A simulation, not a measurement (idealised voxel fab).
The name of this process module is voxel capacitor over wiring.
Pictured: cross-section cut, 190 nm wide, on a grid of 5 nm square cells.
If you're reading a cross-section in this doc, picture square cells in a grid; it comes to you as bands, top ones listed first down to the bottom, and a band can be one or more rows of cells.
Look at the band entry: it leads with the top's height and the bottom's height in nm. Then it lists the materials left to right, with a width in nm for each. The word "everywhere" on a single material says that material fills the band edge to edge. The word "empty" is empty space.
Note: height 0 marks the level under which the wafer is uniformly one material as received. Lowest band unbounded below, written "top 0, no bottom".
The expression "30->40" gives the width at the extremes of the band, the first number at its top row of cells and the second at its bottom row, with the width changing by equal amounts from each row to the next in between.
Where a step carries "all unchanged", the cross-section came out of it unchanged, cell for cell.
Enclosed voids (no open way to top), threshold 8 cells or more, entry "Tabulated closed voids", notation width x height at distance, distance from left edge, nm.
What comes after the settings on a step's line is commentary from the simulator itself on that step.
Each step line may optionally specify "overlay nm", which for a step with a mask gives the rightward distance between the mask's planned place and where it lay, a negative value indicating the leftward direction.

The steps planned for the process are as follows
1. RECEIVE with material Si
2. CONFORMAL_DEP with material SiO2, thk nm 15
3. DIRECTIONAL_DEP with material TiN, thk nm 5
4. DIRECTIONAL_DEP with material Ru, thk nm 20
5. DIRECTIONAL_DEP with material aC, thk nm 10
6. PATTERN with tone cover, mask id METAL_1, material resist, width nm 20, pitch nm 70, thk nm 25, overlay nm 0
7. DIRECTIONAL_ETCH with etch materials aC, depth nm 10
8. STRIP with etch materials resist
9. DIRECTIONAL_ETCH with etch materials Ru, depth nm 20
10. DIRECTIONAL_ETCH with etch materials TiN, depth nm 5
11. STRIP with etch materials aC
12. CONFORMAL_DEP with material SiN, thk nm 5
13. FILL_DEP with material SiO2, thk nm 10
14. CMP with height nm 40
15. CONFORMAL_DEP with material SiCN, thk nm 5
16. DIRECTIONAL_DEP with material lowk, thk nm 10
17. MASKED_ETCH with tone open, mask id PLUG_1, width nm 15, etch materials lowk, depth nm 10, overlay nm 0
18. MASKED_ETCH with tone open, mask id PLUG_1, width nm 15, etch materials SiCN, depth nm 5, overlay nm 0
19. EPI with material Ru, thk nm 10
20. EPI with material Ru, thk nm 5
21. DIRECTIONAL_DEP with material TiN, thk nm 5
22. DIRECTIONAL_DEP with material HfO2, thk nm 5
23. DIRECTIONAL_DEP with material TiN, thk nm 5
24. DIRECTIONAL_DEP with material aC, thk nm 10
25. PATTERN with tone cover, mask id UPPER_PLATE, material resist, width nm 55, thk nm 30, overlay nm 0
26. DIRECTIONAL_ETCH with etch materials aC, depth nm 10
27. STRIP with etch materials resist
28. DIRECTIONAL_ETCH with etch materials TiN, depth nm 5
29. DIRECTIONAL_ETCH with etch materials HfO2, depth nm 5
30. STRIP with etch materials aC
31. MASKED_ETCH with tone cover, mask id LOWER_PLATE, width nm 65, etch materials TiN, depth nm 5, overlay nm 0
32. FILL_DEP with material SiO2, thk nm 15
33. CMP with height nm 80
34. PATTERN with tone open, mask id PLUG_2, material resist, width nm 15, thk nm 15, overlay nm 0
35. DIRECTIONAL_ETCH with etch materials SiO2, depth nm 10
36. STRIP with etch materials resist
37. CONFORMAL_DEP with material TiN, thk nm 5
38. FILL_DEP with material Cu, thk nm 5
39. CMP with height nm 80
40. CONFORMAL_DEP with material SiN, thk nm 5

Cross-sectional view of the wafer in its as-received condition, corresponding to the state after step 1
	top 0, no bottom  Si everywhere
	Tabulated closed voids: none

Post-module cross-section of the first of two wafers (run per plan)
	top 85, bottom 80  SiN everywhere
	top 80, bottom 75  65 of SiO2; 5 of TiN; 5 of Cu; 5 of TiN; 110 of SiO2
	top 75, bottom 65  65->55 of SiO2; 15->55 of TiN; 110->80 of SiO2
	top 65, bottom 60  55 of SiO2; 55 of HfO2; 80 of SiO2
	top 60, bottom 55  50 of SiO2; 65 of TiN; 75 of SiO2
	top 55, bottom 45  55 of lowk; 15 of Ru; 120 of lowk
	top 45, bottom 40  55 of SiCN; 15 of Ru; 120 of SiCN
	top 40, bottom 20  45 of SiO2; 5 of SiN; 20 of Ru; 5 of SiN; 40 of SiO2; 5 of SiN; 20 of Ru; 5 of SiN; 45 of SiO2
	top 20, bottom 15  50 of SiN; 20 of TiN; 50 of SiN; 20 of TiN; 50 of SiN
	top 15, bottom 0  SiO2 everywhere
	top 0, no bottom  Si everywhere
	Tabulated closed voids: none

Second of two wafers, module complete, sectioned: it shares the first wafer's start and plan but was run with one mistake
	top 85, bottom 80  SiN everywhere
	top 80, bottom 75  65 of SiO2; 5 of TiN; 5 of Cu; 5 of TiN; 110 of SiO2
	top 75, bottom 70  65 of SiO2; 15 of TiN; 110 of SiO2
	top 70, bottom 65  SiO2 everywhere
	top 65, bottom 55  55->50 of SiO2; 55->65 of TiN; 80->75 of SiO2
	top 55, bottom 45  55 of lowk; 15 of Ru; 120 of lowk
	top 45, bottom 40  55 of SiCN; 15 of Ru; 120 of SiCN
	top 40, bottom 20  45 of SiO2; 5 of SiN; 20 of Ru; 5 of SiN; 40 of SiO2; 5 of SiN; 20 of Ru; 5 of SiN; 45 of SiO2
	top 20, bottom 15  50 of SiN; 20 of TiN; 50 of SiN; 20 of TiN; 50 of SiN
	top 15, bottom 0  SiO2 everywhere
	top 0, no bottom  Si everywhere
	Tabulated closed voids: none
Diagnosis: heads up, step 22 of the plan was skipped and never actually ran
Final comparison by cell count, materials where the second wafer has more or fewer than the first: HfO2: 11 fewer; SiO2: 11 more
